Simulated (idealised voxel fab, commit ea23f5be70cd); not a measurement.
The following process module bears the name voxel self aligned vias.
Xsec cut, 170 nm wide, square cell size 5 nm.
Cross-section format: a grid of square cells, given as bands from top to bottom; each band is one or more rows of cells.
Band: top height; bottom height; in nm. Then, left to right: material with width in nm, for each material. "everywhere": a single material spanning edge to edge. "air": empty space.
Height reference: 0 = level under which incoming wafer is all one material. Lowest band: no bottom, runs on downward, e.g. "0..down".
Top row gets the first number, bottom row gets the second, and each row in between changes by the same step: that is how a band width like "30->40" works.
No cell of the cross-section changed in a step that is given as "no modification".
Empty spaces counting at least 8 cells and having no open way to the top are listed in "Enclosed voids". The notation width x height at distance is used for each, the distance being from the left edge and all three values in nm.
Step line, after settings: the simulator's comment on this step.
overlay nm: for a step with a mask, the amount by which the mask lay right of where it was planned; a negative amount means left of it.

### List of planned process steps
1 RECEIVE | material Si
2 CONFORMAL_DEP | material SiO2 | thk nm 15
3 CONFORMAL_DEP | material SiCN | thk nm 5
4 DIRECTIONAL_DEP | material lowk | thk nm 20
5 PATTERN | tone open | mask id LINES | material resist | width nm 20 | pitch nm 55 | thk nm 20 | overlay nm 0
6 DIRECTIONAL_ETCH | etch materials lowk | depth nm 20
7 STRIP | etch materials resist
8 CONFORMAL_DEP | material TiN | thk nm 5
9 FILL_DEP | material Ru | thk nm 5
10 CMP | height nm 40
11 SELECTIVE_ETCH | etch materials W Ru TiN | depth nm 10
12 FILL_DEP | material SiN | thk nm 10
13 CMP | height nm 40
14 DIRECTIONAL_DEP | material lowk | thk nm 20
15 MASKED_ETCH | tone open | mask id VIAS | width nm 30 | pitch nm 110 | etch materials lowk | depth nm 20 | overlay nm 0
16 MASKED_ETCH | tone open | mask id VIAS | width nm 30 | pitch nm 110 | etch materials SiN | depth nm 10 | overlay nm 0
17 CONFORMAL_DEP | material TiN | thk nm 5
18 FILL_DEP | material Ru | thk nm 10
19 CMP | height nm 60
20 CONFORMAL_DEP | material SiN | thk nm 5

### The cross-section here shows the wafer as received, i.e. in its state after step 1
	0..down: Si everywhere
	Enclosed voids: none

### Cross-sectional view of the first of the two wafers upon completion of the module, processed in accordance with the plan
	65..60: SiN everywhere
	60..45: lowk (15)  TiN (5)  Ru (20)  TiN (5)  lowk (80)  TiN (5)  Ru (20)  TiN (5)  lowk (15)
	45..40: lowk (15)  TiN (10)  Ru (10)  TiN (10)  lowk (80)  TiN (10)  Ru (10)  TiN (10)  lowk (15)
	40..35: lowk (20)  TiN (5)  Ru (10)  TiN (5)  lowk (35)  SiN (20)  lowk (35)  TiN (5)  Ru (10)  TiN (5)  lowk (20)
	35..30: lowk (20)  TiN (20)  lowk (35)  SiN (20)  lowk (35)  TiN (20)  lowk (20)
	30..25: lowk (20)  TiN (5)  Ru (10)  TiN (5)  lowk (35)  TiN (5)  Ru (10)  TiN (5)  lowk (35)  TiN (5)  Ru (10)  TiN (5)  lowk (20)
	25..20: lowk (20)  TiN (20)  lowk (35)  TiN (20)  lowk (35)  TiN (20)  lowk (20)
	20..15: SiCN everywhere
	15..0: SiO2 everywhere
	0..down: Si everywhere
	Enclosed voids: none

### Second wafer of the two, sectioned at the end of the module. It began like the first and followed the same plan, but one mistake was made while running it
	65..60: SiN everywhere
	60..45: lowk (20)  TiN (5)  Ru (15)  TiN (5)  lowk (85)  TiN (5)  Ru (15)  TiN (5)  lowk (15)
	45..40: lowk (20)  TiN (5)  Ru (10)  TiN (10)  lowk (85)  TiN (5)  Ru (10)  TiN (10)  lowk (15)
	40..35: lowk (20)  TiN (5)  Ru (10)  TiN (5)  lowk (35)  SiN (20)  lowk (35)  TiN (5)  Ru (10)  TiN (5)  lowk (20)
	35..30: lowk (20)  TiN (20)  lowk (35)  SiN (20)  lowk (35)  TiN (20)  lowk (20)
	30..25: lowk (20)  TiN (5)  Ru (10)  TiN (5)  lowk (35)  TiN (5)  Ru (10)  TiN (5)  lowk (35)  TiN (5)  Ru (10)  TiN (5)  lowk (20)
	25..20: lowk (20)  TiN (20)  lowk (35)  TiN (20)  lowk (35)  TiN (20)  lowk (20)
	20..15: SiCN everywhere
	15..0: SiO2 everywhere
	0..down: Si everywhere
	Enclosed voids: none
Here's what went sideways: step 15 went in with a setting other than planned; the actual run was MASKED_ETCH | tone open | mask id VIAS | width nm 25 | pitch nm 110 | etch materials lowk | depth nm 20 | overlay nm 0
Counted in cells at the end, the second wafer holds more or fewer of these materials than the first: Ru: 6 fewer | TiN: 2 fewer | lowk: 8 more
